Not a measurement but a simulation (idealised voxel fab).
The process module that follows is named voxel spacer lines.
The cross-section shown here is cut; it is 240 nm wide and divided into square cells measuring 5 nm on a side.
A cross-section in this document is a grid of square cells, and it is written down as bands, the top band listed before the ones below it; a band is made up of one or more rows of cells. The band entry comprises the height of the band's top followed by the height of its bottom, expressed in nm, and subsequently the band's materials from left to right, each stated together with its width in nm. Where a single material is marked with the word "all across", that material fills the band from edge to edge. The word "blank" represents empty space. Zero point of the height axis is 0; under it, received wafer = one material. Lowest band: continues down indefinitely, "0 nm and below". Note: "30..40" means the width goes from the first number (top row of the band) to the second number (bottom row) in equal steps per row of cells. A step reported as "remained the same" is a step in which no cell of the cross-section changed. In the "Tabulated closed voids" entry, you get each enclosed empty space of 8 cells or more, one with no open way to the top, written width x height at distance, distance from the left edge, in nm. Read whatever lies past the settings on a step's line as the simulator's own remark about the step. overlay nm: step with mask; distance mask lay right of planned place; negative value = left of planned place.

**Process steps (planned)**
1. RECEIVE, material Si
2. CONFORMAL_DEP, material Al2O3, thk nm 5
3. DIRECTIONAL_DEP, material polySi, thk nm 20
4. DIRECTIONAL_DEP, material aC, thk nm 25
5. PATTERN, tone cover, mask id MANDREL, material resist, width nm 15, pitch nm 50, thk nm 30, overlay nm 0
6. DIRECTIONAL_ETCH, etch materials aC, depth nm 25
7. STRIP, etch materials resist
8. CONFORMAL_DEP, material SiO2, thk nm 10
9. DIRECTIONAL_ETCH, etch materials SiO2, depth nm 10
10. STRIP, etch materials aC
11. DIRECTIONAL_ETCH, etch materials polySi, depth nm 20
12. STRIP, etch materials SiO2
13. FILL_DEP, material SiO2, thk nm 10
14. CMP, height nm 25

**As-received wafer cross-section (after step 1)**
	0 nm and below: Si all across
	Tabulated closed voids: none

**Cross-section at module end, one run error; start and plan unchanged from above**
	15 nm to 5 nm: 50 of SiO2, 10 of polySi, 15 of SiO2, 10 of polySi, 15 of SiO2, 10 of polySi, 15 of SiO2, 10 of polySi, 15 of SiO2, 10 of polySi, 15 of SiO2, 10 of polySi, 55 of SiO2
	5 nm to 0 nm: Al2O3 all across
	0 nm and below: Si all across
	Tabulated closed voids: none
Short version of what went wrong: it should be noted that step 14 was executed with settings other than those planned, the operation and settings actually applied being CMP, height nm 15
